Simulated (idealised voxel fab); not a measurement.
process module | voxel wiring stack
cross-section cut | 235 nm wide | cells 5 nm
A cross-section is a grid of square cells, given in bands from the top down. A band is one or more rows of cells.
Each band's line starts with the height of the band's top and of its bottom, in nm. Then come its materials from left to right, each with its width in nm. One material with "throughout" fills the band from edge to edge. "air" is empty space.
Height 0 is the level under which the wafer as received is all one material. The lowest band goes on downwards, as in "0 down".
A width such as "30 to 40" changes by the same amount from each row of cells to the next, from the band's top row to its bottom row.
"no change" after a step means that no cell of the cross-section changed.
closed voids: empty space of 8 cells or more with no open way to the top, each as width x height at its distance from the left edge, in nm
after a step's settings: what the simulator itself notes on the step
overlay nm, on a step with a mask: how far to the right of its planned place the mask lay; to the left if negative
plan
1 op RECEIVE | material Si
2 op CONFORMAL_DEP | material SiO2 | thk nm 15
3 op DIRECTIONAL_DEP | material TiN | thk nm 5
4 op DIRECTIONAL_DEP | material W | thk nm 25
5 op PATTERN | tone cover | mask id METAL_1 | material resist | width nm 20 | pitch nm 40 | thk nm 15 | overlay nm 0
6 op DIRECTIONAL_ETCH | etch materials W | depth nm 25
7 op DIRECTIONAL_ETCH | etch materials TiN | depth nm 5
8 op STRIP | etch materials resist
9 op FILL_DEP | material lowk | thk nm 5
10 op CMP | height nm 45
11 op CONFORMAL_DEP | material SiCN | thk nm 5
12 op DIRECTIONAL_DEP | material SiO2 | thk nm 15
13 op PATTERN | tone open | mask id PLUG_1 | material resist | width nm 15 | pitch nm 40 | thk nm 20 | overlay nm 0
14 op DIRECTIONAL_ETCH | etch materials SiO2 | depth nm 15
15 op DIRECTIONAL_ETCH | etch materials SiCN | depth nm 5
16 op STRIP | etch materials resist
17 op CONFORMAL_DEP | material TiN | thk nm 5
18 op FILL_DEP | material W | thk nm 10
19 op CMP | height nm 65
20 op CONFORMAL_DEP | material SiCN | thk nm 5
21 op DIRECTIONAL_DEP | material SiO2 | thk nm 20
22 op PATTERN | tone open | mask id METAL_2 | material resist | width nm 20 | pitch nm 40 | thk nm 15 | overlay nm 0
23 op DIRECTIONAL_ETCH | etch materials SiO2 | depth nm 20
24 op DIRECTIONAL_ETCH | etch materials SiCN | depth nm 5
25 op STRIP | etch materials resist
26 op CONFORMAL_DEP | material TiN | thk nm 5
27 op FILL_DEP | material Cu | thk nm 10
28 op CMP | height nm 90
29 op EPI | material Ru | thk nm 5
30 op FILL_DEP | material SiCN | thk nm 5
31 op DIRECTIONAL_DEP | material lowk | thk nm 30
32 op PATTERN | tone open | mask id METAL_3 | material resist | width nm 20 | pitch nm 40 | thk nm 20 | overlay nm 0
33 op DIRECTIONAL_ETCH | etch materials lowk | depth nm 20
34 op STRIP | etch materials resist
35 op DIRECTIONAL_DEP | material aC | thk nm 10
36 op PATTERN | tone open | mask id METAL_3_HOLES | material resist | width nm 15 | thk nm 25 | overlay nm 0
37 op DIRECTIONAL_ETCH | etch materials aC | depth nm 10
38 op STRIP | etch materials resist
39 op DIRECTIONAL_ETCH | etch materials lowk | depth nm 10
40 op DIRECTIONAL_ETCH | etch materials SiCN | depth nm 5
41 op STRIP | etch materials aC
42 op CONFORMAL_DEP | material TiN | thk nm 5
43 op FILL_DEP | material Ru | thk nm 5
44 op CMP | height nm 130
45 op CONFORMAL_DEP | material SiCN | thk nm 5
46 op DIRECTIONAL_DEP | material lowk | thk nm 10
47 op DIRECTIONAL_DEP | material aC | thk nm 10
48 op PATTERN | tone open | mask id PLUG_3 | material resist | width nm 15 | pitch nm 40 | thk nm 25 | overlay nm 0
49 op DIRECTIONAL_ETCH | etch materials aC | depth nm 10
50 op STRIP | etch materials resist
51 op DIRECTIONAL_ETCH | etch materials lowk | depth nm 10
52 op DIRECTIONAL_ETCH | etch materials SiCN | depth nm 5
53 op STRIP | etch materials aC
54 op CONFORMAL_DEP | material TiN | thk nm 5
55 op FILL_DEP | material Cu | thk nm 5
56 op CMP | height nm 145
57 op DIRECTIONAL_DEP | material TiN | thk nm 5
58 op DIRECTIONAL_DEP | material Ru | thk nm 15
59 op DIRECTIONAL_DEP | material aC | thk nm 10
60 op PATTERN | tone cover | mask id METAL_4 | material resist | width nm 20 | pitch nm 40 | thk nm 30 | overlay nm 0
61 op DIRECTIONAL_ETCH | etch materials aC | depth nm 10
62 op STRIP | etch materials resist
63 op DIRECTIONAL_ETCH | etch materials Ru | depth nm 15
64 op DIRECTIONAL_ETCH | etch materials TiN | depth nm 5
65 op STRIP | etch materials aC
66 op CONFORMAL_DEP | material SiN | thk nm 5
67 op FILL_DEP | material SiO2 | thk nm 10
68 op CMP | height nm 165
69 op CONFORMAL_DEP | material SiCN | thk nm 5
first wafer, as planned
as received, after step 1
  0 down: Si throughout
  closed voids: none
after step 2
  15 to 0: SiO2 throughout
  below 0: unchanged
after step 3
  20 to 15: TiN throughout
  below 15: unchanged
after step 4
  45 to 20: W throughout
  below 20: unchanged
after step 5
  60 to 45: air 85 | resist 20 | air 20 | resist 20 | air 90
  below 45: unchanged
after step 6
  60 to 45: air 85 | resist 20 | air 20 | resist 20 | air 90
  45 to 20: air 85 | W 20 | air 20 | W 20 | air 90
  below 20: unchanged
after step 7
  60 to 45: air 85 | resist 20 | air 20 | resist 20 | air 90
  45 to 20: air 85 | W 20 | air 20 | W 20 | air 90
  20 to 15: air 85 | TiN 20 | air 20 | TiN 20 | air 90
  below 15: unchanged
after step 8
  45 to 20: air 85 | W 20 | air 20 | W 20 | air 90
  below 20: unchanged
after step 9
  50 to 45: lowk throughout
  45 to 20: lowk 85 | W 20 | lowk 20 | W 20 | lowk 90
  20 to 15: lowk 85 | TiN 20 | lowk 20 | TiN 20 | lowk 90
  below 15: unchanged
after step 10
  45 to 20: lowk 85 | W 20 | lowk 20 | W 20 | lowk 90
  below 20: unchanged
after step 11
  50 to 45: SiCN throughout
  below 45: unchanged
after step 12
  65 to 50: SiO2 throughout
  below 50: unchanged
after step 13
  85 to 65: resist 85 | air 15 | resist 25 | air 15 | resist 95
  below 65: unchanged
after step 14
  85 to 65: resist 85 | air 15 | resist 25 | air 15 | resist 95
  65 to 50: SiO2 85 | air 15 | SiO2 25 | air 15 | SiO2 95
  below 50: unchanged
after step 15
  85 to 65: resist 85 | air 15 | resist 25 | air 15 | resist 95
  65 to 50: SiO2 85 | air 15 | SiO2 25 | air 15 | SiO2 95
  50 to 45: SiCN 85 | air 15 | SiCN 25 | air 15 | SiCN 95
  below 45: unchanged
after step 16
  65 to 50: SiO2 85 | air 15 | SiO2 25 | air 15 | SiO2 95
  below 50: unchanged
after step 17
  70 to 65: TiN 90 | air 5 | TiN 35 | air 5 | TiN 100
  65 to 50: SiO2 85 | TiN 5 | air 5 | TiN 5 | SiO2 25 | TiN 5 | air 5 | TiN 5 | SiO2 95
  50 to 45: SiCN 85 | TiN 15 | SiCN 25 | TiN 15 | SiCN 95
  below 45: unchanged
after step 18
  80 to 70: W throughout
  70 to 65: TiN 90 | W 5 | TiN 35 | W 5 | TiN 100
  65 to 50: SiO2 85 | TiN 5 | W 5 | TiN 5 | SiO2 25 | TiN 5 | W 5 | TiN 5 | SiO2 95
  below 50: unchanged
after step 19
  65 to 50: SiO2 85 | TiN 5 | W 5 | TiN 5 | SiO2 25 | TiN 5 | W 5 | TiN 5 | SiO2 95
  below 50: unchanged
after step 20
  70 to 65: SiCN throughout
  below 65: unchanged
after step 21
  90 to 70: SiO2 throughout
  below 70: unchanged
after step 22
  105 to 90: resist 85 | air 20 | resist 20 | air 20 | resist 90
  below 90: unchanged
after step 23
  105 to 90: resist 85 | air 20 | resist 20 | air 20 | resist 90
  90 to 70: SiO2 85 | air 20 | SiO2 20 | air 20 | SiO2 90
  below 70: unchanged
after step 24
  105 to 90: resist 85 | air 20 | resist 20 | air 20 | resist 90
  90 to 70: SiO2 85 | air 20 | SiO2 20 | air 20 | SiO2 90
  70 to 65: SiCN 85 | air 20 | SiCN 20 | air 20 | SiCN 90
  below 65: unchanged
after step 25
  90 to 70: SiO2 85 | air 20 | SiO2 20 | air 20 | SiO2 90
  below 70: unchanged
after step 26
  95 to 90: TiN 90 | air 10 | TiN 30 | air 10 | TiN 95
  90 to 70: SiO2 85 | TiN 5 | air 10 | TiN 5 | SiO2 20 | TiN 5 | air 10 | TiN 5 | SiO2 90
  70 to 65: SiCN 85 | TiN 20 | SiCN 20 | TiN 20 | SiCN 90
  below 65: unchanged
after step 27
  105 to 95: Cu throughout
  95 to 90: TiN 90 | Cu 10 | TiN 30 | Cu 10 | TiN 95
  90 to 70: SiO2 85 | TiN 5 | Cu 10 | TiN 5 | SiO2 20 | TiN 5 | Cu 10 | TiN 5 | SiO2 90
  below 70: unchanged
after step 28
  90 to 70: SiO2 85 | TiN 5 | Cu 10 | TiN 5 | SiO2 20 | TiN 5 | Cu 10 | TiN 5 | SiO2 90
  below 70: unchanged
after step 29
  95 to 90: air 80 | Ru 30 | air 10 | Ru 30 | air 85
  below 90: unchanged
after step 30
  100 to 95: SiCN throughout
  95 to 90: SiCN 80 | Ru 30 | SiCN 10 | Ru 30 | SiCN 85
  below 90: unchanged
after step 31
  130 to 100: lowk throughout
  below 100: unchanged
after step 32
  150 to 130: resist 85 | air 20 | resist 20 | air 20 | resist 90
  below 130: unchanged
after step 33
  150 to 130: resist 85 | air 20 | resist 20 | air 20 | resist 90
  130 to 110: lowk 85 | air 20 | lowk 20 | air 20 | lowk 90
  below 110: unchanged
after step 34
  130 to 110: lowk 85 | air 20 | lowk 20 | air 20 | lowk 90
  below 110: unchanged
after step 35
  140 to 130: aC 85 | air 20 | aC 20 | air 20 | aC 90
  130 to 120: lowk 85 | air 20 | lowk 20 | air 20 | lowk 90
  120 to 110: lowk 85 | aC 20 | lowk 20 | aC 20 | lowk 90
  below 110: unchanged
after step 36
  165 to 140: resist 85 | air 15 | resist 135
  140 to 130: aC 85 | air 15 | resist 5 | aC 20 | resist 20 | aC 90
  130 to 120: lowk 85 | air 15 | resist 5 | lowk 20 | resist 20 | lowk 90
  below 120: unchanged
after step 37
  155 to 140: resist 85 | air 15 | resist 135
  140 to 130: aC 85 | air 15 | resist 5 | aC 20 | resist 20 | aC 90
  130 to 120: lowk 85 | air 15 | resist 5 | lowk 20 | resist 20 | lowk 90
  120 to 110: lowk 85 | air 15 | aC 5 | lowk 20 | aC 20 | lowk 90
  below 110: unchanged
after step 38
  140 to 130: aC 85 | air 20 | aC 20 | air 20 | aC 90
  130 to 120: lowk 85 | air 20 | lowk 20 | air 20 | lowk 90
  below 120: unchanged
after step 39
  140 to 130: aC 85 | air 20 | aC 20 | air 20 | aC 90
  130 to 120: lowk 85 | air 20 | lowk 20 | air 20 | lowk 90
  120 to 110: lowk 85 | air 15 | aC 5 | lowk 20 | aC 20 | lowk 90
  110 to 100: lowk 85 | air 15 | lowk 135
  below 100: unchanged
after step 40
  140 to 130: aC 85 | air 20 | aC 20 | air 20 | aC 90
  130 to 120: lowk 85 | air 20 | lowk 20 | air 20 | lowk 90
  120 to 110: lowk 85 | air 15 | aC 5 | lowk 20 | aC 20 | lowk 90
  110 to 100: lowk 85 | air 15 | lowk 135
  100 to 95: SiCN 85 | air 15 | SiCN 135
  below 95: unchanged
after step 41
  130 to 110: lowk 85 | air 20 | lowk 20 | air 20 | lowk 90
  below 110: unchanged
after step 42
  135 to 130: TiN 90 | air 10 | TiN 30 | air 10 | TiN 95
  130 to 115: lowk 85 | TiN 5 | air 10 | TiN 5 | lowk 20 | TiN 5 | air 10 | TiN 5 | lowk 90
  115 to 110: lowk 85 | TiN 5 | air 5 | TiN 10 | lowk 20 | TiN 20 | lowk 90
  110 to 100: lowk 85 | TiN 5 | air 5 | TiN 5 | lowk 135
  100 to 95: SiCN 85 | TiN 15 | SiCN 135
  below 95: unchanged
after step 43
  140 to 135: Ru throughout
  135 to 130: TiN 90 | Ru 10 | TiN 30 | Ru 10 | TiN 95
  130 to 115: lowk 85 | TiN 5 | Ru 10 | TiN 5 | lowk 20 | TiN 5 | Ru 10 | TiN 5 | lowk 90
  115 to 110: lowk 85 | TiN 5 | Ru 5 | TiN 10 | lowk 20 | TiN 20 | lowk 90
  110 to 100: lowk 85 | TiN 5 | Ru 5 | TiN 5 | lowk 135
  below 100: unchanged
after step 44
  130 to 115: lowk 85 | TiN 5 | Ru 10 | TiN 5 | lowk 20 | TiN 5 | Ru 10 | TiN 5 | lowk 90
  below 115: unchanged
after step 45
  135 to 130: SiCN throughout
  below 130: unchanged
after step 46
  145 to 135: lowk throughout
  below 135: unchanged
after step 47
  155 to 145: aC throughout
  below 145: unchanged
after step 48
  180 to 155: resist 85 | air 15 | resist 25 | air 15 | resist 95
  below 155: unchanged
after step 49
  170 to 155: resist 85 | air 15 | resist 25 | air 15 | resist 95
  155 to 145: aC 85 | air 15 | aC 25 | air 15 | aC 95
  below 145: unchanged
after step 50
  155 to 145: aC 85 | air 15 | aC 25 | air 15 | aC 95
  below 145: unchanged
after step 51
  155 to 145: aC 85 | air 15 | aC 25 | air 15 | aC 95
  145 to 135: lowk 85 | air 15 | lowk 25 | air 15 | lowk 95
  below 135: unchanged
after step 52
  155 to 145: aC 85 | air 15 | aC 25 | air 15 | aC 95
  145 to 135: lowk 85 | air 15 | lowk 25 | air 15 | lowk 95
  135 to 130: SiCN 85 | air 15 | SiCN 25 | air 15 | SiCN 95
  below 130: unchanged
after step 53
  145 to 135: lowk 85 | air 15 | lowk 25 | air 15 | lowk 95
  below 135: unchanged
after step 54
  150 to 145: TiN 90 | air 5 | TiN 35 | air 5 | TiN 100
  145 to 135: lowk 85 | TiN 5 | air 5 | TiN 5 | lowk 25 | TiN 5 | air 5 | TiN 5 | lowk 95
  135 to 130: SiCN 85 | TiN 15 | SiCN 25 | TiN 15 | SiCN 95
  below 130: unchanged
after step 55
  155 to 150: Cu throughout
  150 to 145: TiN 90 | Cu 5 | TiN 35 | Cu 5 | TiN 100
  145 to 135: lowk 85 | TiN 5 | Cu 5 | TiN 5 | lowk 25 | TiN 5 | Cu 5 | TiN 5 | lowk 95
  below 135: unchanged
after step 56
  145 to 135: lowk 85 | TiN 5 | Cu 5 | TiN 5 | lowk 25 | TiN 5 | Cu 5 | TiN 5 | lowk 95
  below 135: unchanged
after step 57
  150 to 145: TiN throughout
  below 145: unchanged
after step 58
  165 to 150: Ru throughout
  below 150: unchanged
after step 59
  175 to 165: aC throughout
  below 165: unchanged
after step 60
  205 to 175: air 85 | resist 20 | air 20 | resist 20 | air 90
  below 175: unchanged
after step 61
  195 to 175: air 85 | resist 20 | air 20 | resist 20 | air 90
  175 to 165: air 85 | aC 20 | air 20 | aC 20 | air 90
  below 165: unchanged
after step 62
  175 to 165: air 85 | aC 20 | air 20 | aC 20 | air 90
  below 165: unchanged
after step 63
  175 to 165: air 85 | aC 20 | air 20 | aC 20 | air 90
  165 to 150: air 85 | Ru 20 | air 20 | Ru 20 | air 90
  below 150: unchanged
after step 64
  175 to 165: air 85 | aC 20 | air 20 | aC 20 | air 90
  165 to 150: air 85 | Ru 20 | air 20 | Ru 20 | air 90
  150 to 145: air 85 | TiN 20 | air 20 | TiN 20 | air 90
  below 145: unchanged
after step 65
  165 to 150: air 85 | Ru 20 | air 20 | Ru 20 | air 90
  below 150: unchanged
after step 66
  170 to 165: air 80 | SiN 30 | air 10 | SiN 30 | air 85
  165 to 150: air 80 | SiN 5 | Ru 20 | SiN 5 | air 10 | SiN 5 | Ru 20 | SiN 5 | air 85
  150 to 145: SiN 85 | TiN 20 | SiN 20 | TiN 20 | SiN 90
  below 145: unchanged
after step 67
  180 to 170: SiO2 throughout
  170 to 165: SiO2 80 | SiN 30 | SiO2 10 | SiN 30 | SiO2 85
  165 to 150: SiO2 80 | SiN 5 | Ru 20 | SiN 5 | SiO2 10 | SiN 5 | Ru 20 | SiN 5 | SiO2 85
  below 150: unchanged
after step 68
  165 to 150: SiO2 80 | SiN 5 | Ru 20 | SiN 5 | SiO2 10 | SiN 5 | Ru 20 | SiN 5 | SiO2 85
  below 150: unchanged
after step 69
  170 to 165: SiCN throughout
  below 165: unchanged
second wafer: like start, like plan, one mistake. Through step 1 it matches the first wafer
when step 2 should have ended
  5 to 0: TiN throughout
  below 0: unchanged
when step 3 should have ended
  20 to 5: SiO2 throughout
  below 5: unchanged
when step 4 should have ended
  45 to 20: W throughout
  below 20: unchanged
when step 5 should have ended
  60 to 45: air 85 | resist 20 | air 20 | resist 20 | air 90
  below 45: unchanged
when step 6 should have ended
  60 to 45: air 85 | resist 20 | air 20 | resist 20 | air 90
  45 to 20: air 85 | W 20 | air 20 | W 20 | air 90
  below 20: unchanged
when step 7 should have ended: no change
when step 8 should have ended
  45 to 20: air 85 | W 20 | air 20 | W 20 | air 90
  below 20: unchanged
when step 9 should have ended
  50 to 45: lowk throughout
  45 to 20: lowk 85 | W 20 | lowk 20 | W 20 | lowk 90
  below 20: unchanged
when step 10 should have ended
  45 to 20: lowk 85 | W 20 | lowk 20 | W 20 | lowk 90
  below 20: unchanged
when step 11 should have ended
  50 to 45: SiCN throughout
  below 45: unchanged
when step 12 should have ended
  65 to 50: SiO2 throughout
  below 50: unchanged
when step 13 should have ended
  85 to 65: resist 85 | air 15 | resist 25 | air 15 | resist 95
  below 65: unchanged
when step 14 should have ended
  85 to 65: resist 85 | air 15 | resist 25 | air 15 | resist 95
  65 to 50: SiO2 85 | air 15 | SiO2 25 | air 15 | SiO2 95
  below 50: unchanged
when step 15 should have ended
  85 to 65: resist 85 | air 15 | resist 25 | air 15 | resist 95
  65 to 50: SiO2 85 | air 15 | SiO2 25 | air 15 | SiO2 95
  50 to 45: SiCN 85 | air 15 | SiCN 25 | air 15 | SiCN 95
  below 45: unchanged
when step 16 should have ended
  65 to 50: SiO2 85 | air 15 | SiO2 25 | air 15 | SiO2 95
  below 50: unchanged
when step 17 should have ended
  70 to 65: TiN 90 | air 5 | TiN 35 | air 5 | TiN 100
  65 to 50: SiO2 85 | TiN 5 | air 5 | TiN 5 | SiO2 25 | TiN 5 | air 5 | TiN 5 | SiO2 95
  50 to 45: SiCN 85 | TiN 15 | SiCN 25 | TiN 15 | SiCN 95
  below 45: unchanged
when step 18 should have ended
  80 to 70: W throughout
  70 to 65: TiN 90 | W 5 | TiN 35 | W 5 | TiN 100
  65 to 50: SiO2 85 | TiN 5 | W 5 | TiN 5 | SiO2 25 | TiN 5 | W 5 | TiN 5 | SiO2 95
  below 50: unchanged
when step 19 should have ended
  65 to 50: SiO2 85 | TiN 5 | W 5 | TiN 5 | SiO2 25 | TiN 5 | W 5 | TiN 5 | SiO2 95
  below 50: unchanged
when step 20 should have ended
  70 to 65: SiCN throughout
  below 65: unchanged
when step 21 should have ended
  90 to 70: SiO2 throughout
  below 70: unchanged
when step 22 should have ended
  105 to 90: resist 85 | air 20 | resist 20 | air 20 | resist 90
  below 90: unchanged
when step 23 should have ended
  105 to 90: resist 85 | air 20 | resist 20 | air 20 | resist 90
  90 to 70: SiO2 85 | air 20 | SiO2 20 | air 20 | SiO2 90
  below 70: unchanged
when step 24 should have ended
  105 to 90: resist 85 | air 20 | resist 20 | air 20 | resist 90
  90 to 70: SiO2 85 | air 20 | SiO2 20 | air 20 | SiO2 90
  70 to 65: SiCN 85 | air 20 | SiCN 20 | air 20 | SiCN 90
  below 65: unchanged
when step 25 should have ended
  90 to 70: SiO2 85 | air 20 | SiO2 20 | air 20 | SiO2 90
  below 70: unchanged
when step 26 should have ended
  95 to 90: TiN 90 | air 10 | TiN 30 | air 10 | TiN 95
  90 to 70: SiO2 85 | TiN 5 | air 10 | TiN 5 | SiO2 20 | TiN 5 | air 10 | TiN 5 | SiO2 90
  70 to 65: SiCN 85 | TiN 20 | SiCN 20 | TiN 20 | SiCN 90
  below 65: unchanged
when step 27 should have ended
  105 to 95: Cu throughout
  95 to 90: TiN 90 | Cu 10 | TiN 30 | Cu 10 | TiN 95
  90 to 70: SiO2 85 | TiN 5 | Cu 10 | TiN 5 | SiO2 20 | TiN 5 | Cu 10 | TiN 5 | SiO2 90
  below 70: unchanged
when step 28 should have ended
  90 to 70: SiO2 85 | TiN 5 | Cu 10 | TiN 5 | SiO2 20 | TiN 5 | Cu 10 | TiN 5 | SiO2 90
  below 70: unchanged
when step 29 should have ended
  95 to 90: air 80 | Ru 30 | air 10 | Ru 30 | air 85
  below 90: unchanged
when step 30 should have ended
  100 to 95: SiCN throughout
  95 to 90: SiCN 80 | Ru 30 | SiCN 10 | Ru 30 | SiCN 85
  below 90: unchanged
when step 31 should have ended
  130 to 100: lowk throughout
  below 100: unchanged
when step 32 should have ended
  150 to 130: resist 85 | air 20 | resist 20 | air 20 | resist 90
  below 130: unchanged
when step 33 should have ended
  150 to 130: resist 85 | air 20 | resist 20 | air 20 | resist 90
  130 to 110: lowk 85 | air 20 | lowk 20 | air 20 | lowk 90
  below 110: unchanged
when step 34 should have ended
  130 to 110: lowk 85 | air 20 | lowk 20 | air 20 | lowk 90
  below 110: unchanged
when step 35 should have ended
  140 to 130: aC 85 | air 20 | aC 20 | air 20 | aC 90
  130 to 120: lowk 85 | air 20 | lowk 20 | air 20 | lowk 90
  120 to 110: lowk 85 | aC 20 | lowk 20 | aC 20 | lowk 90
  below 110: unchanged
when step 36 should have ended
  165 to 140: resist 85 | air 15 | resist 135
  140 to 130: aC 85 | air 15 | resist 5 | aC 20 | resist 20 | aC 90
  130 to 120: lowk 85 | air 15 | resist 5 | lowk 20 | resist 20 | lowk 90
  below 120: unchanged
when step 37 should have ended
  155 to 140: resist 85 | air 15 | resist 135
  140 to 130: aC 85 | air 15 | resist 5 | aC 20 | resist 20 | aC 90
  130 to 120: lowk 85 | air 15 | resist 5 | lowk 20 | resist 20 | lowk 90
  120 to 110: lowk 85 | air 15 | aC 5 | lowk 20 | aC 20 | lowk 90
  below 110: unchanged
when step 38 should have ended
  140 to 130: aC 85 | air 20 | aC 20 | air 20 | aC 90
  130 to 120: lowk 85 | air 20 | lowk 20 | air 20 | lowk 90
  below 120: unchanged
when step 39 should have ended
  140 to 130: aC 85 | air 20 | aC 20 | air 20 | aC 90
  130 to 120: lowk 85 | air 20 | lowk 20 | air 20 | lowk 90
  120 to 110: lowk 85 | air 15 | aC 5 | lowk 20 | aC 20 | lowk 90
  110 to 100: lowk 85 | air 15 | lowk 135
  below 100: unchanged
when step 40 should have ended
  140 to 130: aC 85 | air 20 | aC 20 | air 20 | aC 90
  130 to 120: lowk 85 | air 20 | lowk 20 | air 20 | lowk 90
  120 to 110: lowk 85 | air 15 | aC 5 | lowk 20 | aC 20 | lowk 90
  110 to 100: lowk 85 | air 15 | lowk 135
  100 to 95: SiCN 85 | air 15 | SiCN 135
  below 95: unchanged
when step 41 should have ended
  130 to 110: lowk 85 | air 20 | lowk 20 | air 20 | lowk 90
  below 110: unchanged
when step 42 should have ended
  135 to 130: TiN 90 | air 10 | TiN 30 | air 10 | TiN 95
  130 to 115: lowk 85 | TiN 5 | air 10 | TiN 5 | lowk 20 | TiN 5 | air 10 | TiN 5 | lowk 90
  115 to 110: lowk 85 | TiN 5 | air 5 | TiN 10 | lowk 20 | TiN 20 | lowk 90
  110 to 100: lowk 85 | TiN 5 | air 5 | TiN 5 | lowk 135
  100 to 95: SiCN 85 | TiN 15 | SiCN 135
  below 95: unchanged
when step 43 should have ended
  140 to 135: Ru throughout
  135 to 130: TiN 90 | Ru 10 | TiN 30 | Ru 10 | TiN 95
  130 to 115: lowk 85 | TiN 5 | Ru 10 | TiN 5 | lowk 20 | TiN 5 | Ru 10 | TiN 5 | lowk 90
  115 to 110: lowk 85 | TiN 5 | Ru 5 | TiN 10 | lowk 20 | TiN 20 | lowk 90
  110 to 100: lowk 85 | TiN 5 | Ru 5 | TiN 5 | lowk 135
  below 100: unchanged
when step 44 should have ended
  130 to 115: lowk 85 | TiN 5 | Ru 10 | TiN 5 | lowk 20 | TiN 5 | Ru 10 | TiN 5 | lowk 90
  below 115: unchanged
when step 45 should have ended
  135 to 130: SiCN throughout
  below 130: unchanged
when step 46 should have ended
  145 to 135: lowk throughout
  below 135: unchanged
when step 47 should have ended
  155 to 145: aC throughout
  below 145: unchanged
when step 48 should have ended
  180 to 155: resist 85 | air 15 | resist 25 | air 15 | resist 95
  below 155: unchanged
when step 49 should have ended
  170 to 155: resist 85 | air 15 | resist 25 | air 15 | resist 95
  155 to 145: aC 85 | air 15 | aC 25 | air 15 | aC 95
  below 145: unchanged
when step 50 should have ended
  155 to 145: aC 85 | air 15 | aC 25 | air 15 | aC 95
  below 145: unchanged
when step 51 should have ended
  155 to 145: aC 85 | air 15 | aC 25 | air 15 | aC 95
  145 to 135: lowk 85 | air 15 | lowk 25 | air 15 | lowk 95
  below 135: unchanged
when step 52 should have ended
  155 to 145: aC 85 | air 15 | aC 25 | air 15 | aC 95
  145 to 135: lowk 85 | air 15 | lowk 25 | air 15 | lowk 95
  135 to 130: SiCN 85 | air 15 | SiCN 25 | air 15 | SiCN 95
  below 130: unchanged
when step 53 should have ended
  145 to 135: lowk 85 | air 15 | lowk 25 | air 15 | lowk 95
  below 135: unchanged
when step 54 should have ended
  150 to 145: TiN 90 | air 5 | TiN 35 | air 5 | TiN 100
  145 to 135: lowk 85 | TiN 5 | air 5 | TiN 5 | lowk 25 | TiN 5 | air 5 | TiN 5 | lowk 95
  135 to 130: SiCN 85 | TiN 15 | SiCN 25 | TiN 15 | SiCN 95
  below 130: unchanged
when step 55 should have ended
  155 to 150: Cu throughout
  150 to 145: TiN 90 | Cu 5 | TiN 35 | Cu 5 | TiN 100
  145 to 135: lowk 85 | TiN 5 | Cu 5 | TiN 5 | lowk 25 | TiN 5 | Cu 5 | TiN 5 | lowk 95
  below 135: unchanged
when step 56 should have ended
  145 to 135: lowk 85 | TiN 5 | Cu 5 | TiN 5 | lowk 25 | TiN 5 | Cu 5 | TiN 5 | lowk 95
  below 135: unchanged
when step 57 should have ended
  150 to 145: TiN throughout
  below 145: unchanged
when step 58 should have ended
  165 to 150: Ru throughout
  below 150: unchanged
when step 59 should have ended
  175 to 165: aC throughout
  below 165: unchanged
when step 60 should have ended
  205 to 175: air 85 | resist 20 | air 20 | resist 20 | air 90
  below 175: unchanged
when step 61 should have ended
  195 to 175: air 85 | resist 20 | air 20 | resist 20 | air 90
  175 to 165: air 85 | aC 20 | air 20 | aC 20 | air 90
  below 165: unchanged
when step 62 should have ended
  175 to 165: air 85 | aC 20 | air 20 | aC 20 | air 90
  below 165: unchanged
when step 63 should have ended
  175 to 165: air 85 | aC 20 | air 20 | aC 20 | air 90
  165 to 150: air 85 | Ru 20 | air 20 | Ru 20 | air 90
  below 150: unchanged
when step 64 should have ended
  175 to 165: air 85 | aC 20 | air 20 | aC 20 | air 90
  165 to 150: air 85 | Ru 20 | air 20 | Ru 20 | air 90
  150 to 145: air 85 | TiN 20 | air 20 | TiN 20 | air 90
  below 145: unchanged
when step 65 should have ended
  165 to 150: air 85 | Ru 20 | air 20 | Ru 20 | air 90
  below 150: unchanged
when step 66 should have ended
  170 to 165: air 80 | SiN 30 | air 10 | SiN 30 | air 85
  165 to 150: air 80 | SiN 5 | Ru 20 | SiN 5 | air 10 | SiN 5 | Ru 20 | SiN 5 | air 85
  150 to 145: SiN 85 | TiN 20 | SiN 20 | TiN 20 | SiN 90
  below 145: unchanged
when step 67 should have ended
  180 to 170: SiO2 throughout
  170 to 165: SiO2 80 | SiN 30 | SiO2 10 | SiN 30 | SiO2 85
  165 to 150: SiO2 80 | SiN 5 | Ru 20 | SiN 5 | SiO2 10 | SiN 5 | Ru 20 | SiN 5 | SiO2 85
  below 150: unchanged
when step 68 should have ended
  165 to 150: SiO2 80 | SiN 5 | Ru 20 | SiN 5 | SiO2 10 | SiN 5 | Ru 20 | SiN 5 | SiO2 85
  below 150: unchanged
when step 69 should have ended
  170 to 165: SiCN throughout
  below 165: unchanged
what went wrong: steps 2 and 3 were swapped
at the end the second wafer has, in cells: 39 more of TiN | 39 fewer of lowk
